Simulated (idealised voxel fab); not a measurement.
You're looking at the process module voxel plated lines.
Square cells of 5 nm make up the cross-section cut, whose width is 235 nm.
Think of the cross-section as a grid of square cells. We describe it in bands, top to bottom, and each band covers one or more rows of those cells.
In this notation a band is specified by the heights of its top and bottom, in that order and in nm, after which its materials appear from left to right, each paired with its width in nm. The word "full width" attached to a single material means that material fills the band from edge to edge; the word "empty" stands for empty space.
Heights are reckoned from 0. Under this level, the received wafer is all of one material. The bottommost band is open-ended downward, for example "0 and below".
Width: "30..40" (first number = top row, second number = bottom row, same change from row to row of cells).
Reading "everything unchanged" for a step: not a cell of the cross-section changed in it.
"Entrapped voids": empty spaces of 8 cells or more with no open way to the top, each given as width x height at distance, distance from the left edge, all in nm.
Text after the settings on a step's line: the simulator's own remark on that step.
If you see "overlay nm" on a step's line and that step has a mask, it's telling you how far right of where it was planned the mask ended up; a negative number means it went left instead.
[Intended process steps]
1. RECEIVE, material Si
2. CONFORMAL_DEP, material Al2O3, thk nm 5
3. DIRECTIONAL_DEP, material TiN, thk nm 5
4. PATTERN, tone open, mask id LINES, material resist, width nm 25, pitch nm 55, thk nm 30, overlay nm 0
5. EPI, material Ru, thk nm 5
6. EPI, material Ru, thk nm 5
7. STRIP, etch materials resist
8. DIRECTIONAL_ETCH, etch materials TiN, depth nm 5
9. CONFORMAL_DEP, material SiN, thk nm 10
[On the first of the two wafers: run conducted according to plan]
[Delivered wafer in cross-section: state after step 1]
* 0 and below: Si full width
* Entrapped voids: none
[Once step 2 is through, the wafer looks like this in cross-section]
* 5 down to 0: Al2O3 full width
* Heights below 0 show no change.
[Once step 3 is through, the wafer looks like this in cross-section]
* 10 down to 5: TiN full width
* Heights below 5 show no change.
[Once step 4 is through, the wafer looks like this in cross-section]
* 40 down to 10: 20 resist  25 empty  30 resist  25 empty  30 resist  25 empty  30 resist  25 empty  25 resist
* Heights below 10 show no change.
[Once step 5 is through, the wafer looks like this in cross-section]
* 40 down to 15: 20 resist  25 empty  30 resist  25 empty  30 resist  25 empty  30 resist  25 empty  25 resist
* 15 down to 10: 20 resist  25 Ru  30 resist  25 Ru  30 resist  25 Ru  30 resist  25 Ru  25 resist
* Heights below 10 show no change.
[Once step 6 is through, the wafer looks like this in cross-section]
* 40 down to 20: 20 resist  25 empty  30 resist  25 empty  30 resist  25 empty  30 resist  25 empty  25 resist
* 20 down to 10: 20 resist  25 Ru  30 resist  25 Ru  30 resist  25 Ru  30 resist  25 Ru  25 resist
* Heights below 10 show no change.
[Once step 7 is through, the wafer looks like this in cross-section]
* 20 down to 10: 20 empty  25 Ru  30 empty  25 Ru  30 empty  25 Ru  30 empty  25 Ru  25 empty
* Heights below 10 show no change.
[Once step 8 is through, the wafer looks like this in cross-section]
* 20 down to 10: 20 empty  25 Ru  30 empty  25 Ru  30 empty  25 Ru  30 empty  25 Ru  25 empty
* 10 down to 5: 20 empty  25 TiN  30 empty  25 TiN  30 empty  25 TiN  30 empty  25 TiN  25 empty
* Heights below 5 show no change.
[Once step 9 is through, the wafer looks like this in cross-section]
* 30 down to 20: 10 empty  45 SiN  10 empty  45 SiN  10 empty  45 SiN  10 empty  45 SiN  15 empty
* 20 down to 15: 10 empty  10 SiN  25 Ru  10 SiN  10 empty  10 SiN  25 Ru  10 SiN  10 empty  10 SiN  25 Ru  10 SiN  10 empty  10 SiN  25 Ru  10 SiN  15 empty
* 15 down to 10: 20 SiN  25 Ru  30 SiN  25 Ru  30 SiN  25 Ru  30 SiN  25 Ru  25 SiN
* 10 down to 5: 20 SiN  25 TiN  30 SiN  25 TiN  30 SiN  25 TiN  30 SiN  25 TiN  25 SiN
* Heights below 5 show no change.
[The remaining wafer, second of the two, started like the first and was run to the same plan, except that one mistake was made along the way; the two coincide through step 8, inclusive]
[Second wafer, cross-section, planned end of step 9]
* 35 down to 20: 5 empty  220 SiN  10 empty
* 20 down to 10: 20 SiN  25 Ru  30 SiN  25 Ru  30 SiN  25 Ru  30 SiN  25 Ru  25 SiN
* 10 down to 5: 20 SiN  25 TiN  30 SiN  25 TiN  30 SiN  25 TiN  30 SiN  25 TiN  25 SiN
* Heights below 5 show no change.
Error vs. plan: step 9 went in with a setting other than planned; the actual run was CONFORMAL_DEP, material SiN, thk nm 15
End of process, cell counts, second wafer against first, materials with more or fewer: +71 SiN
